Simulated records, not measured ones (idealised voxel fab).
Process module, titled voxel self aligned contacts
Cross-sectional view cut (width: 245 nm; square cell size: 5 nm).
A cross-section is a grid of square cells, given in bands from the top down. A band is one or more rows of cells.
Heights first: top, then bottom, in nm. Then materials, left to right, each with a width in nm. "all across" on a single material: fills the band edge to edge. "empty": empty space.
All heights in this document are referenced to 0, defined as the level beneath which the wafer, as received, consists entirely of one material. The lowest band is not bounded below; it extends indefinitely downward and is written in the form "0 down".
Read "30->40" as a graded width: first number on top, second number at the bottom, same change between each pair of neighbouring rows.
It should be understood that the words "nothing got changed", when stated for a given step, signify that the cross-section underwent no change in any of its cells during that step.
"Listed closed voids": empty spaces of 8 cells or more with no open way to the top, each given as width x height at distance, distance from the left edge, all in nm.
Heads up: the bit after the settings on a step's line is the simulator's remark on that step.
The line of a step may include "overlay nm". On a step with a mask, this value is how far to the right of its planned place the mask lay. A negative value means the mask lay to the left.
# Set out below are the planned steps of the process
step 1: RECEIVE | material Si
step 2: CONFORMAL_DEP | material SiO2 | thk nm 5
step 3: DIRECTIONAL_DEP | material polySi | thk nm 20
step 4: DIRECTIONAL_DEP | material SiN | thk nm 25
step 5: DIRECTIONAL_DEP | material aC | thk nm 10
step 6: PATTERN | tone cover | mask id GATE | material resist | width nm 25 | pitch nm 70 | thk nm 30 | overlay nm 0
step 7: DIRECTIONAL_ETCH | etch materials aC | depth nm 10
step 8: STRIP | etch materials resist
step 9: DIRECTIONAL_ETCH | etch materials SiN | depth nm 25
step 10: DIRECTIONAL_ETCH | etch materials polySi | depth nm 20
step 11: STRIP | etch materials aC
step 12: CONFORMAL_DEP | material SiN | thk nm 10
step 13: DIRECTIONAL_ETCH | etch materials SiN | depth nm 10
step 14: FILL_DEP | material SiO2 | thk nm 10
step 15: CMP | height nm 55
step 16: MASKED_ETCH | tone open | mask id CONTACT | width nm 55 | pitch nm 70 | etch materials SiO2 | depth nm 55 | overlay nm 0
step 17: CONFORMAL_DEP | material TiN | thk nm 5
step 18: FILL_DEP | material W | thk nm 5
step 19: CMP | height nm 55
step 20: CONFORMAL_DEP | material SiCN | thk nm 5
# First wafer out of two, processed as planned
# Cross-section of the incoming wafer, state after step 1
    0 down | Si all across
    Listed closed voids: none
# Cross-section: wafer state after step 2
    5 to 0 | SiO2 all across
    Nothing below the height 0 has changed.
# Cross-section: wafer state after step 3
    25 to 5 | polySi all across
    Nothing below the height 5 has changed.
# Cross-section: wafer state after step 4
    50 to 25 | SiN all across
    Nothing below the height 25 has changed.
# Cross-section: wafer state after step 5
    60 to 50 | aC all across
    Nothing below the height 50 has changed.
# Cross-section: wafer state after step 6
    90 to 60 | empty 40, then resist 25, then empty 45, then resist 25, then empty 45, then resist 25, then empty 40
    Nothing below the height 60 has changed.
# Cross-section: wafer state after step 7
    80 to 60 | empty 40, then resist 25, then empty 45, then resist 25, then empty 45, then resist 25, then empty 40
    60 to 50 | empty 40, then aC 25, then empty 45, then aC 25, then empty 45, then aC 25, then empty 40
    Nothing below the height 50 has changed.
# Cross-section: wafer state after step 8
    60 to 50 | empty 40, then aC 25, then empty 45, then aC 25, then empty 45, then aC 25, then empty 40
    Nothing below the height 50 has changed.
# Cross-section: wafer state after step 9
    60 to 50 | empty 40, then aC 25, then empty 45, then aC 25, then empty 45, then aC 25, then empty 40
    50 to 25 | empty 40, then SiN 25, then empty 45, then SiN 25, then empty 45, then SiN 25, then empty 40
    Nothing below the height 25 has changed.
# Cross-section: wafer state after step 10
    60 to 50 | empty 40, then aC 25, then empty 45, then aC 25, then empty 45, then aC 25, then empty 40
    50 to 25 | empty 40, then SiN 25, then empty 45, then SiN 25, then empty 45, then SiN 25, then empty 40
    25 to 5 | empty 40, then polySi 25, then empty 45, then polySi 25, then empty 45, then polySi 25, then empty 40
    Nothing below the height 5 has changed.
# Cross-section: wafer state after step 11
    50 to 25 | empty 40, then SiN 25, then empty 45, then SiN 25, then empty 45, then SiN 25, then empty 40
    Nothing below the height 25 has changed.
# Cross-section: wafer state after step 12
    60 to 25 | empty 30, then SiN 45, then empty 25, then SiN 45, then empty 25, then SiN 45, then empty 30
    25 to 15 | empty 30, then SiN 10, then polySi 25, then SiN 10, then empty 25, then SiN 10, then polySi 25, then SiN 10, then empty 25, then SiN 10, then polySi 25, then SiN 10, then empty 30
    15 to 5 | SiN 40, then polySi 25, then SiN 45, then polySi 25, then SiN 45, then polySi 25, then SiN 40
    Nothing below the height 5 has changed.
# Cross-section: wafer state after step 13
    50 to 25 | empty 30, then SiN 45, then empty 25, then SiN 45, then empty 25, then SiN 45, then empty 30
    25 to 5 | empty 30, then SiN 10, then polySi 25, then SiN 10, then empty 25, then SiN 10, then polySi 25, then SiN 10, then empty 25, then SiN 10, then polySi 25, then SiN 10, then empty 30
    Nothing below the height 5 has changed.
# Cross-section: wafer state after step 14
    60 to 50 | SiO2 all across
    50 to 25 | SiO2 30, then SiN 45, then SiO2 25, then SiN 45, then SiO2 25, then SiN 45, then SiO2 30
    25 to 5 | SiO2 30, then SiN 10, then polySi 25, then SiN 10, then SiO2 25, then SiN 10, then polySi 25, then SiN 10, then SiO2 25, then SiN 10, then polySi 25, then SiN 10, then SiO2 30
    Nothing below the height 5 has changed.
# Cross-section: wafer state after step 15
    55 to 50 | SiO2 all across
    Nothing below the height 50 has changed.
# Cross-section: wafer state after step 16
    55 to 50 | SiO2 60, then empty 55, then SiO2 15, then empty 55, then SiO2 60
    50 to 25 | SiO2 30, then SiN 45, then empty 25, then SiN 45, then empty 25, then SiN 45, then SiO2 30
    25 to 5 | SiO2 30, then SiN 10, then polySi 25, then SiN 10, then empty 25, then SiN 10, then polySi 25, then SiN 10, then empty 25, then SiN 10, then polySi 25, then SiN 10, then SiO2 30
    5 to 0 | SiO2 75, then empty 25, then SiO2 45, then empty 25, then SiO2 75
    Nothing below the height 0 has changed.
# Cross-section: wafer state after step 17
    60 to 55 | TiN 65, then empty 45, then TiN 25, then empty 45, then TiN 65
    55 to 50 | SiO2 60, then TiN 20, then empty 15, then TiN 20, then SiO2 15, then TiN 20, then empty 15, then TiN 20, then SiO2 60
    50 to 25 | SiO2 30, then SiN 45, then TiN 5, then empty 15, then TiN 5, then SiN 45, then TiN 5, then empty 15, then TiN 5, then SiN 45, then SiO2 30
    25 to 5 | SiO2 30, then SiN 10, then polySi 25, then SiN 10, then TiN 5, then empty 15, then TiN 5, then SiN 10, then polySi 25, then SiN 10, then TiN 5, then empty 15, then TiN 5, then SiN 10, then polySi 25, then SiN 10, then SiO2 30
    5 to 0 | SiO2 75, then TiN 25, then SiO2 45, then TiN 25, then SiO2 75
    Nothing below the height 0 has changed.
# Cross-section: wafer state after step 18
    65 to 60 | W all across
    60 to 55 | TiN 65, then W 45, then TiN 25, then W 45, then TiN 65
    55 to 50 | SiO2 60, then TiN 20, then W 15, then TiN 20, then SiO2 15, then TiN 20, then W 15, then TiN 20, then SiO2 60
    50 to 25 | SiO2 30, then SiN 45, then TiN 5, then W 15, then TiN 5, then SiN 45, then TiN 5, then W 15, then TiN 5, then SiN 45, then SiO2 30
    25 to 5 | SiO2 30, then SiN 10, then polySi 25, then SiN 10, then TiN 5, then W 15, then TiN 5, then SiN 10, then polySi 25, then SiN 10, then TiN 5, then W 15, then TiN 5, then SiN 10, then polySi 25, then SiN 10, then SiO2 30
    Nothing below the height 5 has changed.
# Cross-section: wafer state after step 19
    55 to 50 | SiO2 60, then TiN 20, then W 15, then TiN 20, then SiO2 15, then TiN 20, then W 15, then TiN 20, then SiO2 60
    Nothing below the height 50 has changed.
# Cross-section: wafer state after step 20
    60 to 55 | SiCN all across
    Nothing below the height 55 has changed.
# Second of two: same start, same plan, one run error; steps up to and including 8 match the first
# The second wafer cut through, at the time step 9 was supposed to be finished
    60 to 50 | empty 40, then aC 25, then empty 45, then aC 25, then empty 45, then aC 25, then empty 40
    50 to 30 | empty 40, then SiN 25, then empty 45, then SiN 25, then empty 45, then SiN 25, then empty 40
    Nothing below the height 30 has changed.
The second wafer cut through, at the time step 10 was supposed to be finished: nothing got changed
# The second wafer cut through, at the time step 11 was supposed to be finished
    50 to 30 | empty 40, then SiN 25, then empty 45, then SiN 25, then empty 45, then SiN 25, then empty 40
    Nothing below the height 30 has changed.
# The second wafer cut through, at the time step 12 was supposed to be finished
    60 to 40 | empty 30, then SiN 45, then empty 25, then SiN 45, then empty 25, then SiN 45, then empty 30
    40 to 25 | SiN all across
    Nothing below the height 25 has changed.
# The second wafer cut through, at the time step 13 was supposed to be finished
    50 to 30 | empty 30, then SiN 45, then empty 25, then SiN 45, then empty 25, then SiN 45, then empty 30
    Nothing below the height 30 has changed.
# The second wafer cut through, at the time step 14 was supposed to be finished
    60 to 50 | SiO2 all across
    50 to 30 | SiO2 30, then SiN 45, then SiO2 25, then SiN 45, then SiO2 25, then SiN 45, then SiO2 30
    Nothing below the height 30 has changed.
# The second wafer cut through, at the time step 15 was supposed to be finished
    55 to 50 | SiO2 all across
    Nothing below the height 50 has changed.
# The second wafer cut through, at the time step 16 was supposed to be finished
    55 to 50 | SiO2 60, then empty 55, then SiO2 15, then empty 55, then SiO2 60
    50 to 30 | SiO2 30, then SiN 45, then empty 25, then SiN 45, then empty 25, then SiN 45, then SiO2 30
    Nothing below the height 30 has changed.
# The second wafer cut through, at the time step 17 was supposed to be finished
    60 to 55 | TiN 65, then empty 45, then TiN 25, then empty 45, then TiN 65
    55 to 50 | SiO2 60, then TiN 20, then empty 15, then TiN 20, then SiO2 15, then TiN 20, then empty 15, then TiN 20, then SiO2 60
    50 to 35 | SiO2 30, then SiN 45, then TiN 5, then empty 15, then TiN 5, then SiN 45, then TiN 5, then empty 15, then TiN 5, then SiN 45, then SiO2 30
    35 to 30 | SiO2 30, then SiN 45, then TiN 25, then SiN 45, then TiN 25, then SiN 45, then SiO2 30
    Nothing below the height 30 has changed.
# The second wafer cut through, at the time step 18 was supposed to be finished
    65 to 60 | W all across
    60 to 55 | TiN 65, then W 45, then TiN 25, then W 45, then TiN 65
    55 to 50 | SiO2 60, then TiN 20, then W 15, then TiN 20, then SiO2 15, then TiN 20, then W 15, then TiN 20, then SiO2 60
    50 to 35 | SiO2 30, then SiN 45, then TiN 5, then W 15, then TiN 5, then SiN 45, then TiN 5, then W 15, then TiN 5, then SiN 45, then SiO2 30
    Nothing below the height 35 has changed.
# The second wafer cut through, at the time step 19 was supposed to be finished
    55 to 50 | SiO2 60, then TiN 20, then W 15, then TiN 20, then SiO2 15, then TiN 20, then W 15, then TiN 20, then SiO2 60
    Nothing below the height 50 has changed.
# The second wafer cut through, at the time step 20 was supposed to be finished
    60 to 55 | SiCN all across
    Nothing below the height 55 has changed.
What was done differently from what was planned? step 9 did not happen as planned, as run it was DIRECTIONAL_ETCH | etch materials SiN | depth nm 20
End check, counted in cells, second wafer has more or fewer of these materials than the first: SiN: 26 fewer, SiO2: 50 fewer, TiN: 24 fewer, W: 36 fewer, polySi: 136 more
